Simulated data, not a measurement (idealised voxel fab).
Process module name: voxel gate over fins
Xsec cut, 155 nm wide, square cell size 5 nm.
Cross-section spec: square-cell grid; bands listed top down; each band is one or more rows.
Band entry format. Leading values: height of top, height of bottom, nm. Remainder: materials in left-to-right order, each with its width in nm. Special words: "full width" on a single material, which then fills the band edge to edge; "empty", empty space.
Basically, 0 is our baseline, since under it the wafer straight out of the box is all one material. The bottom band has no lower end and keeps on going down, so it looks like "0 down".
Width spec "30..40" -> top row of cells at first value, bottom row at second value, equal per-row change in between.
The cross-section has no changed cell in any step marked "left unchanged".
Each empty space that has no open way to the top and spans at least 8 cells appears under "Unvented cavities" as width x height at distance, the distance counted from the left edge, all in nm.
Text after the settings on a step's line: the simulator's own remark on that step.
The "overlay nm" setting may appear on a step's line; for a step that uses a mask, it gives how far to the right of its planned position the mask lay, and a negative value indicates the left.
Steps planned for the process:
1,RECEIVE,material Si
2,CONFORMAL_DEP,material SiN,thk nm 10
3,PATTERN,tone cover,mask id FINS,material resist,width nm 15,pitch nm 55,thk nm 15,overlay nm 0
4,DIRECTIONAL_ETCH,etch materials SiN,depth nm 10
5,DIRECTIONAL_ETCH,etch materials Si,depth nm 30
6,STRIP,etch materials resist
7,FILL_DEP,material SiO2,thk nm 15
8,CMP,height nm 10
9,DIRECTIONAL_DEP,material aC,thk nm 15
10,PATTERN,tone open,mask id RAIL,material resist,width nm 15,thk nm 30,overlay nm 0
11,DIRECTIONAL_ETCH,etch materials aC,depth nm 15
12,STRIP,etch materials resist
13,DIRECTIONAL_ETCH,etch materials SiO2,depth nm 35
14,STRIP,etch materials aC
15,CONFORMAL_DEP,material TiN,thk nm 5
16,FILL_DEP,material Ru,thk nm 5
17,CMP,height nm 10
18,SELECTIVE_ETCH,etch materials W Ru TiN,depth nm 30
19,FILL_DEP,material SiO2,thk nm 5
20,CMP,height nm 10
21,SELECTIVE_ETCH,etch materials SiO2,depth nm 20
22,STRIP,etch materials SiN
23,CONFORMAL_DEP,material HfO2,thk nm 5
24,CONFORMAL_DEP,material TiN,thk nm 5
25,FILL_DEP,material W,thk nm 15
26,CMP,height nm 20
27,CONFORMAL_DEP,material SiN,thk nm 10
Wafer at receipt (post step 1), cross-section:
* 0 down | Si full width
* Unvented cavities: none
Post-module cross-section: identical start and plan to those above, one misstep in execution:
* 25 to 20 | SiN full width
* 20 to 10 | W full width
* 10 to 5 | W: 5 | TiN: 35 | W: 20 | TiN: 35 | W: 20 | TiN: 35 | W: 5
* 5 to 0 | W: 5 | TiN: 5 | HfO2: 25 | TiN: 5 | W: 20 | TiN: 5 | HfO2: 25 | TiN: 5 | W: 20 | TiN: 5 | HfO2: 25 | TiN: 5 | W: 5
* 0 to -5 | TiN: 10 | HfO2: 5 | Si: 15 | HfO2: 5 | TiN: 30 | HfO2: 5 | Si: 15 | HfO2: 5 | TiN: 30 | HfO2: 5 | Si: 15 | HfO2: 5 | TiN: 10
* -5 to -10 | HfO2: 15 | Si: 15 | HfO2: 40 | Si: 15 | HfO2: 40 | Si: 15 | HfO2: 15
* -10 to -20 | SiO2: 15 | Si: 15 | SiO2: 40 | Si: 15 | SiO2: 40 | Si: 15 | SiO2: 15
* -20 to -25 | SiO2: 15 | Si: 15 | SiO2: 10 | TiN: 15 | SiO2: 15 | Si: 15 | SiO2: 40 | Si: 15 | SiO2: 15
* -25 to -30 | SiO2: 15 | Si: 15 | SiO2: 40 | Si: 15 | SiO2: 40 | Si: 15 | SiO2: 15
* -30 down | Si full width
* Unvented cavities: none
What went wrong in running the wafer? step 27: run off-plan, actual operation and settings CONFORMAL_DEP,material SiN,thk nm 5
